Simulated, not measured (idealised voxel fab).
The following is a process module called voxel self aligned contacts.
We display cut, a cross-section 200 nm in width whose square cells are each 5 nm.
Cross-sections here: square-cell grids, written as top-down lists of bands, a band being one or more rows of cells. Quick guide to a band line: top height, bottom height (nm) up front; then every material left to right with its width in nm. Only one material and it's marked "everywhere"? Then it fills the band edge to edge. And "blank" just means empty space. Below 0: as-received wafer, all one material; heights counted from there. Lowest band: no bottom, goes on down, written "0 -> down". The notation "30 to 40" denotes a width that varies across the rows of cells in the band, beginning at the first number in the top row, finishing at the second number in the bottom row, and changing by an identical amount from each row to the next. What does "no modification" mean for a step? It means no cell of the cross-section changed in that step. You'll see "Entrapped voids" listing empty spaces that have no way open to the top, as long as they're 8 cells or more; the notation is width x height at distance, where the distance is from the left edge, and all of it is in nm. Text after the settings on a step's line: the simulator's own remark on that step. The setting "overlay nm" may be written on the line of a step. When the step uses a mask, the value reports how far to the right of the planned place the mask lay, and a negative value reports that it lay to the left.
**The steps planned for the process are as follows**
1: op RECEIVE | material Si
2: op OXIDIZE | depth nm 5
3: op DIRECTIONAL_DEP | material polySi | thk nm 25
4: op DIRECTIONAL_DEP | material SiN | thk nm 20
5: op DIRECTIONAL_DEP | material aC | thk nm 10
6: op PATTERN | tone cover | mask id GATE | material resist | width nm 30 | pitch nm 65 | thk nm 30 | overlay nm -15
7: op DIRECTIONAL_ETCH | etch materials aC | depth nm 10
8: op STRIP | etch materials resist
9: op DIRECTIONAL_ETCH | etch materials SiN | depth nm 20
10: op DIRECTIONAL_ETCH | etch materials polySi | depth nm 25
11: op STRIP | etch materials aC
12: op CONFORMAL_DEP | material SiN | thk nm 10
13: op DIRECTIONAL_ETCH | etch materials SiN | depth nm 10
14: op FILL_DEP | material SiO2 | thk nm 15
15: op CMP | height nm 55
16: op DIRECTIONAL_DEP | material aC | thk nm 15
17: op PATTERN | tone open | mask id CONTACT | material resist | width nm 45 | thk nm 30 | overlay nm 0
18: op DIRECTIONAL_ETCH | etch materials aC | depth nm 15
19: op STRIP | etch materials resist
20: op DIRECTIONAL_ETCH | etch materials SiO2 | depth nm 60
21: op STRIP | etch materials aC
22: op CONFORMAL_DEP | material TiN | thk nm 5
23: op FILL_DEP | material Ru | thk nm 5
24: op CMP | height nm 55
25: op CONFORMAL_DEP | material SiCN | thk nm 5
Same starting wafers, different overlay nm at step 6. Plan value belongs to the first wafer.
**As-received state after step 1, first of several wafers, cross-section**
* 0 -> down | Si everywhere
* Entrapped voids: none
**Heads up, this table goes wafer by wafer. A row tells you, at the end of the module, how many cells of each material that wafer has put on (+) or dropped (-) since it was received, and then its closed voids**
overlay nm -15; +17 Ru; -40 Si; +40 SiCN; +120 SiN; +252 SiO2; +31 TiN; +60 polySi; Entrapped voids: none
overlay nm -10; +17 Ru; -40 Si; +40 SiCN; +120 SiN; +252 SiO2; +31 TiN; +60 polySi; Entrapped voids: none
overlay nm -5; +17 Ru; -40 Si; +40 SiCN; +120 SiN; +252 SiO2; +31 TiN; +60 polySi; Entrapped voids: none
overlay nm 0; +17 Ru; -40 Si; +40 SiCN; +120 SiN; +252 SiO2; +31 TiN; +60 polySi; Entrapped voids: none
overlay nm 5; +17 Ru; -40 Si; +40 SiCN; +120 SiN; +252 SiO2; +31 TiN; +60 polySi; Entrapped voids: none
overlay nm 10; +17 Ru; -40 Si; +40 SiCN; +120 SiN; +252 SiO2; +31 TiN; +60 polySi; Entrapped voids: none
overlay nm 15; +17 Ru; -40 Si; +40 SiCN; +120 SiN; +252 SiO2; +31 TiN; +60 polySi; Entrapped voids: none
